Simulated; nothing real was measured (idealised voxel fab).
This section sets out a process module, namely voxel self aligned contacts.
Section shown: cut. Width: 225 nm. Cell size: 5 nm, square.
When this document writes out a cross-section, it uses a grid of square cells and lists it as bands, beginning at the top and moving down, with a band standing for one or more rows of cells.
This entry defines a band. It first specifies the height of the band's top and the height of its bottom in nm, and then specifies the band's materials from left to right, stating each material with its width in nm. The word "throughout" identifies a single material that fills the band from edge to edge, while the word "blank" identifies empty space.
Ref level 0: as-received wafer is one material below here. Bottom band extends down with no lower bound ("from 0 down").
Width: "30..40" (first number = top row, second number = bottom row, same change from row to row of cells).
Key: "no modification" - step with no changed cell in the cross-section.
Cavities, closed: empty space of 8 cells or more with no open way to the top, each as width x height at its distance from the left edge, in nm
Where a step's line continues beyond its settings, the continuation is a remark by the simulator itself on that step.
overlay nm: on a step with a mask, how far right of its planned place the mask lay; negative means left.
-- Process steps - plan
1) RECEIVE [material Si]
2) CONFORMAL_DEP [material SiO2] [thk nm 5]
3) DIRECTIONAL_DEP [material polySi] [thk nm 25]
4) DIRECTIONAL_DEP [material SiN] [thk nm 20]
5) MASKED_ETCH [tone cover] [mask id GATE] [width nm 30] [pitch nm 70] [etch materials SiN] [depth nm 20] [overlay nm 0]
6) MASKED_ETCH [tone cover] [mask id GATE] [width nm 30] [pitch nm 70] [etch materials polySi] [depth nm 25] [overlay nm 0]
7) CONFORMAL_DEP [material SiN] [thk nm 10]
8) DIRECTIONAL_ETCH [etch materials SiN] [depth nm 10]
9) FILL_DEP [material SiO2] [thk nm 10]
10) CMP [height nm 55]
11) PATTERN [tone open] [mask id CONTACT] [material resist] [width nm 50] [thk nm 20] [overlay nm 0]
12) DIRECTIONAL_ETCH [etch materials SiO2] [depth nm 55]
13) STRIP [etch materials resist]
14) CONFORMAL_DEP [material TiN] [thk nm 5]
15) FILL_DEP [material Ru] [thk nm 10]
16) CMP [height nm 55]
17) CONFORMAL_DEP [material SiCN] [thk nm 5]
-- Delivered wafer in cross-section: state after step 1
- from 0 down = Si throughout
- Cavities, closed: none
-- Post-module cross-section of the first of two wafers (run per plan)
- from 60 to 55 = SiCN throughout
- from 55 to 50 = 85 nm SiO2, then 20 nm TiN, then 10 nm Ru, then 20 nm TiN, then 90 nm SiO2
- from 50 to 30 = 50 nm SiO2, then 50 nm SiN, then 5 nm TiN, then 10 nm Ru, then 5 nm TiN, then 50 nm SiN, then 55 nm SiO2
- from 30 to 5 = 50 nm SiO2, then 10 nm SiN, then 30 nm polySi, then 10 nm SiN, then 5 nm TiN, then 10 nm Ru, then 5 nm TiN, then 10 nm SiN, then 30 nm polySi, then 10 nm SiN, then 55 nm SiO2
- from 5 to 0 = 100 nm SiO2, then 20 nm TiN, then 105 nm SiO2
- from 0 down = Si throughout
- Cavities, closed: none
-- This is the second of the two wafers, cross-sectioned at the end of the module; it started exactly like the first and was given the same plan, but it was run with one mistake
- from 60 to 55 = SiCN throughout
- from 55 to 50 = 80 nm SiO2, then 25 nm TiN, then 10 nm Ru, then 15 nm TiN, then 95 nm SiO2
- from 50 to 30 = 50 nm SiO2, then 50 nm SiN, then 5 nm TiN, then 10 nm Ru, then 5 nm TiN, then 50 nm SiN, then 55 nm SiO2
- from 30 to 5 = 50 nm SiO2, then 10 nm SiN, then 30 nm polySi, then 10 nm SiN, then 5 nm TiN, then 10 nm Ru, then 5 nm TiN, then 10 nm SiN, then 30 nm polySi, then 10 nm SiN, then 55 nm SiO2
- from 5 to 0 = 100 nm SiO2, then 20 nm TiN, then 105 nm SiO2
- from 0 down = Si throughout
- Cavities, closed: none
Plan not followed: step 11 deviated from plan and actually ran as PATTERN [tone open] [mask id CONTACT] [material resist] [width nm 50] [thk nm 20] [overlay nm -5]
Same inventory, different map: at the end, the second wafer holds as many cells of each material as the first, placed elsewhere.
